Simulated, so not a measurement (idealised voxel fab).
This is a process module. Its name is voxel spacer lines.
The figure presents cross-section cut, which has a width of 300 nm and is divided into square cells with an edge length of 5 nm.
Cross-section layout: square cells on a grid; listed as bands, top to bottom; a band spans one or more cell rows. Heights first: top, then bottom, in nm. Then materials, left to right, each with a width in nm. "all across" on a single material: fills the band edge to edge. "air": empty space. Beneath 0, the wafer as received is one material, and that level is where height counting begins. The lowest band goes on downward without a bottom; it is written like "0 and below". A width such as "30..40" changes by the same amount from each row of cells to the next, from the band's top row to its bottom row. "stayed the same" for a step: no cell of the cross-section changed in that step. Reported under the label "Completely enclosed voids" are the empty spaces having no open way to the top and comprising 8 cells or more; the notation for each is width x height at distance, in which the distance is measured from the left edge and all three values are in nm. If you see something after the settings on a step's line, that's the simulator's own remark about that step. The optional step-line setting "overlay nm" applies to steps with a mask and quantifies how far to the right of its planned location the mask lay, a negative value indicating leftward placement.

### Planned step list for the process
1) RECEIVE: material Si
2) CONFORMAL_DEP: material Al2O3, thk nm 5
3) DIRECTIONAL_DEP: material polySi, thk nm 10
4) DIRECTIONAL_DEP: material aC, thk nm 25
5) PATTERN: tone cover, mask id MANDREL, material resist, width nm 15, pitch nm 60, thk nm 30, overlay nm 0
6) DIRECTIONAL_ETCH: etch materials aC, depth nm 25
7) STRIP: etch materials resist
8) CONFORMAL_DEP: material SiN, thk nm 15
9) DIRECTIONAL_ETCH: etch materials SiN, depth nm 15
10) STRIP: etch materials aC
11) DIRECTIONAL_ETCH: etch materials polySi, depth nm 10
12) STRIP: etch materials SiN
13) FILL_DEP: material lowk, thk nm 10
14) CMP: height nm 15

### Incoming wafer in cross-section (state: after step 1)
- 0 and below  Si all across
- Completely enclosed voids: none

### End-of-module cross-section. Starting structure and process plan as above; one mistake made in running it
- 5 down to 0  Al2O3 all across
- 0 and below  Si all across
- Completely enclosed voids: none
It is concluded that the wafer was processed incorrectly with respect to the plan, in that note that step 14 departed from the planned setting and was carried out as CMP: height nm 5
